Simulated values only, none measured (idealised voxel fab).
The document below concerns the process module designated voxel capacitor over wiring.
200 nm wide, 5 nm square cells: that's cross-section cut.
Each cross-section below is a grid of square cells, stated as bands in top-down order, with one or more rows of cells making up each band.
Band: top height; bottom height; in nm. Then, left to right: material with width in nm, for each material. "full width": a single material spanning edge to edge. "blank": empty space.
Heights are reckoned from 0. Under this level, the received wafer is all of one material. The bottommost band is open-ended downward, for example "top 0, no bottom".
The width entry "30 to 40" should be interpreted row by row: the top row of cells in the band takes the first number, the bottom row takes the second number, and the change between adjacent rows is uniform throughout.
You'll sometimes find "nothing different" written for a step, and that's the way of saying that nowhere in the cross-section did a cell change during that step.
"Sealed cavities" contains a list of empty spaces, each no smaller than 8 cells and without an open way to the top, written in the form width x height at distance with the distance from the left edge and all three in nm.
On each step's line, the part that comes after the settings is the simulator's own comment on the step.
overlay nm, on a step with a mask: how far to the right of its planned place the mask lay; to the left if negative
[Steps in the process plan]
1: RECEIVE: material Si
2: CONFORMAL_DEP: material SiO2, thk nm 15
3: DIRECTIONAL_DEP: material TiN, thk nm 5
4: DIRECTIONAL_DEP: material Ru, thk nm 15
5: PATTERN: tone cover, mask id METAL_1, material resist, width nm 25, pitch nm 85, thk nm 15, overlay nm 0
6: DIRECTIONAL_ETCH: etch materials Ru, depth nm 15
7: DIRECTIONAL_ETCH: etch materials TiN, depth nm 5
8: STRIP: etch materials resist
9: FILL_DEP: material lowk, thk nm 5
10: CMP: height nm 35
11: CONFORMAL_DEP: material SiCN, thk nm 5
12: DIRECTIONAL_DEP: material SiO2, thk nm 10
13: MASKED_ETCH: tone open, mask id PLUG_1, width nm 15, etch materials SiO2, depth nm 10, overlay nm 0
14: MASKED_ETCH: tone open, mask id PLUG_1, width nm 15, etch materials SiCN, depth nm 5, overlay nm 0
15: CONFORMAL_DEP: material TiN, thk nm 5
16: FILL_DEP: material W, thk nm 5
17: CMP: height nm 50
18: DIRECTIONAL_DEP: material TiN, thk nm 10
19: DIRECTIONAL_DEP: material HfO2, thk nm 5
20: DIRECTIONAL_DEP: material TiN, thk nm 5
21: DIRECTIONAL_DEP: material aC, thk nm 10
22: PATTERN: tone cover, mask id UPPER_PLATE, material resist, width nm 65, thk nm 30, overlay nm 0
23: DIRECTIONAL_ETCH: etch materials aC, depth nm 10
24: STRIP: etch materials resist
25: DIRECTIONAL_ETCH: etch materials TiN, depth nm 5
26: DIRECTIONAL_ETCH: etch materials HfO2, depth nm 5
27: STRIP: etch materials aC
28: MASKED_ETCH: tone cover, mask id LOWER_PLATE, width nm 75, etch materials TiN, depth nm 10, overlay nm 0
29: FILL_DEP: material SiO2, thk nm 20
30: CMP: height nm 85
31: MASKED_ETCH: tone open, mask id PLUG_2, width nm 15, etch materials SiO2, depth nm 15, overlay nm 0
32: CONFORMAL_DEP: material TiN, thk nm 5
33: FILL_DEP: material Cu, thk nm 5
34: CMP: height nm 85
35: CONFORMAL_DEP: material SiN, thk nm 5
[Here's what the wafer looked like in cross-section when it arrived - that's after step 1]
    top 0, no bottom  Si full width
    Sealed cavities: none
[Cross-sectional image of the first of two wafers at the end of the module, the run having proceeded as planned]
    top 90, bottom 85  SiN full width
    top 85, bottom 75  SiO2 65 nm; TiN 5 nm; Cu 5 nm; TiN 5 nm; SiO2 120 nm
    top 75, bottom 65  SiO2 65 to 55 nm; TiN 15 to 65 nm; SiO2 120 to 80 nm
    top 65, bottom 60  SiO2 55 nm; HfO2 65 nm; SiO2 80 nm
    top 60, bottom 50  SiO2 50 nm; TiN 75 nm; SiO2 75 nm
    top 50, bottom 40  SiO2 55 nm; TiN 5 nm; W 5 nm; TiN 5 nm; SiO2 130 nm
    top 40, bottom 35  SiCN 55 nm; TiN 15 nm; SiCN 130 nm
    top 35, bottom 20  lowk 45 nm; Ru 25 nm; lowk 60 nm; Ru 25 nm; lowk 45 nm
    top 20, bottom 15  lowk 45 nm; TiN 25 nm; lowk 60 nm; TiN 25 nm; lowk 45 nm
    top 15, bottom 0  SiO2 full width
    top 0, no bottom  Si full width
    Sealed cavities: none
[What the second wafer looks like in cross-section once the module is done. Its start and its plan matched the first wafer's exactly; what differed was one mistake in how it was run]
    top 90, bottom 85  SiN full width
    top 85, bottom 75  SiO2 65 nm; TiN 5 nm; Cu 5 nm; TiN 5 nm; SiO2 120 nm
    top 75, bottom 65  SiO2 65 to 55 nm; TiN 15 to 65 nm; SiO2 120 to 80 nm
    top 65, bottom 55  SiO2 50 nm; TiN 75 nm; SiO2 75 nm
    top 55, bottom 50  HfO2 full width
    top 50, bottom 40  SiO2 55 nm; TiN 5 nm; W 5 nm; TiN 5 nm; SiO2 130 nm
    top 40, bottom 35  SiCN 55 nm; TiN 15 nm; SiCN 130 nm
    top 35, bottom 20  lowk 45 nm; Ru 25 nm; lowk 60 nm; Ru 25 nm; lowk 45 nm
    top 20, bottom 15  lowk 45 nm; TiN 25 nm; lowk 60 nm; TiN 25 nm; lowk 45 nm
    top 15, bottom 0  SiO2 full width
    top 0, no bottom  Si full width
    Sealed cavities: none
what went wrong: deviation from plan: step 19 and step 18 executed in one another's positions
End of process, cell counts, second wafer against first, materials with more or fewer: HfO2 +27 | SiO2 -27
